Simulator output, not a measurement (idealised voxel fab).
process module | voxel transistor to metal
cross-section cut | 190 nm wide | cells 5 nm
A cross-section is a grid of square cells, given in bands from the top down. A band is one or more rows of cells.
Each band's line starts with the height of the band's top and of its bottom, in nm. Then come its materials from left to right, each with its width in nm. One material with "throughout" fills the band from edge to edge. "air" is empty space.
Height 0 is the level under which the wafer as received is all one material. The lowest band goes on downwards, as in "0 down".
A width such as "30 to 40" changes by the same amount from each row of cells to the next, from the band's top row to its bottom row.
"no change" after a step means that no cell of the cross-section changed.
closed voids: empty space of 8 cells or more with no open way to the top, each as width x height at its distance from the left edge, in nm
after a step's settings: what the simulator itself notes on the step
overlay nm, on a step with a mask: how far to the right of its planned place the mask lay; to the left if negative
plan
1 op RECEIVE | material Si
2 op OXIDIZE | depth nm 5
3 op CONFORMAL_DEP | material SiN | thk nm 15
4 op PATTERN | tone cover | mask id ACTIVE | material resist | width nm 115 | thk nm 20 | overlay nm 0
5 op DIRECTIONAL_ETCH | etch materials SiN | depth nm 15
6 op DIRECTIONAL_ETCH | etch materials SiO2 | depth nm 5
7 op DIRECTIONAL_ETCH | etch materials Si | depth nm 30
8 op STRIP | etch materials resist
9 op OXIDIZE | depth nm 5
10 op FILL_DEP | material SiO2 | thk nm 15
11 op CMP | height nm 15
12 op SELECTIVE_ETCH | etch materials SiO2 | depth nm 15
13 op STRIP | etch materials SiN
14 op SELECTIVE_ETCH | etch materials SiO2 | depth nm 5
15 op OXIDIZE | depth nm 5
16 op DIRECTIONAL_DEP | material polySi | thk nm 20
17 op DIRECTIONAL_DEP | material SiCN | thk nm 15
18 op DIRECTIONAL_DEP | material aC | thk nm 15
19 op PATTERN | tone cover | mask id GATE | material resist | width nm 35 | thk nm 35 | overlay nm 0
20 op DIRECTIONAL_ETCH | etch materials aC | depth nm 15
21 op STRIP | etch materials resist
22 op DIRECTIONAL_ETCH | etch materials SiCN | depth nm 25
23 op DIRECTIONAL_ETCH | etch materials polySi | depth nm 30
24 op STRIP | etch materials aC
25 op CONFORMAL_DEP | material SiN | thk nm 10
26 op DIRECTIONAL_ETCH | etch materials SiN | depth nm 10
27 op DIRECTIONAL_ETCH | etch materials SiO2 | depth nm 5
28 op DIRECTIONAL_ETCH | etch materials Si | depth nm 15
29 op EPI | material SiGe | thk nm 15
30 op FILL_DEP | material SiO2 | thk nm 5
31 op CMP | height nm 15
32 op STRIP | etch materials polySi
33 op SELECTIVE_ETCH | etch materials SiO2 | depth nm 5
34 op CONFORMAL_DEP | material HfO2 | thk nm 5
35 op CONFORMAL_DEP | material TiN | thk nm 5
36 op FILL_DEP | material W | thk nm 10
37 op CMP | height nm 10
38 op DIRECTIONAL_DEP | material SiO2 | thk nm 10
39 op DIRECTIONAL_DEP | material aC | thk nm 15
40 op PATTERN | tone open | mask id CONTACT | material resist | width nm 15 | pitch nm 80 | thk nm 30 | overlay nm 0
41 op DIRECTIONAL_ETCH | etch materials aC | depth nm 15
42 op STRIP | etch materials resist
43 op DIRECTIONAL_ETCH | etch materials SiO2 | depth nm 30
44 op STRIP | etch materials aC
45 op CONFORMAL_DEP | material TiN | thk nm 5
46 op FILL_DEP | material Ru | thk nm 5
47 op CMP | height nm 20
48 op CONFORMAL_DEP | material SiCN | thk nm 5
49 op DIRECTIONAL_DEP | material SiO2 | thk nm 25
50 op MASKED_ETCH | tone open | mask id METAL_1 | width nm 15 | pitch nm 80 | etch materials SiO2 | depth nm 25 | overlay nm 0
51 op MASKED_ETCH | tone open | mask id METAL_1 | width nm 15 | pitch nm 80 | etch materials SiCN | depth nm 5 | overlay nm 0
52 op CONFORMAL_DEP | material TiN | thk nm 5
53 op FILL_DEP | material Cu | thk nm 10
54 op CMP | height nm 50
55 op CONFORMAL_DEP | material SiCN | thk nm 5
as received, after step 1
  0 down: Si throughout
  closed voids: none
a wafer at the end: this start, this plan, one mistake
  55 to 50: SiCN throughout
  50 to 25: SiO2 45 | TiN 5 | Cu 5 | TiN 5 | SiO2 65 | TiN 5 | Cu 5 | TiN 5 | SiO2 50
  25 to 20: SiCN 45 | TiN 15 | SiCN 65 | TiN 15 | SiCN 50
  20 to 15: SiO2 45 | TiN 5 | Ru 5 | TiN 5 | SiO2 65 | TiN 5 | Ru 5 | TiN 5 | SiO2 50
  15 to 10: SiO2 45 | TiN 15 | SiO2 65 | TiN 15 | SiO2 50
  10 to 5: W 65 | TiN 5 | HfO2 5 | SiN 10 | SiO2 15 | SiN 10 | HfO2 5 | TiN 5 | W 70
  5 to 0: W 65 | TiN 5 | HfO2 5 | SiN 10 | SiGe 15 | SiN 10 | HfO2 5 | TiN 5 | W 70
  0 to -5: TiN 70 | HfO2 5 | SiN 10 | SiGe 15 | SiN 10 | HfO2 5 | TiN 75
  -5 to -10: HfO2 80 | SiO2 5 | SiGe 15 | SiO2 5 | HfO2 85
  -10 to -25: SiO2 40 | Si 45 | SiGe 15 | Si 45 | SiO2 45
  -25 to -40: SiO2 40 | Si 105 | SiO2 45
  -40 down: Si throughout
  closed voids: none
what went wrong: step 19 ran as: op PATTERN | tone open | mask id GATE | material resist | width nm 35 | thk nm 35 | overlay nm 0
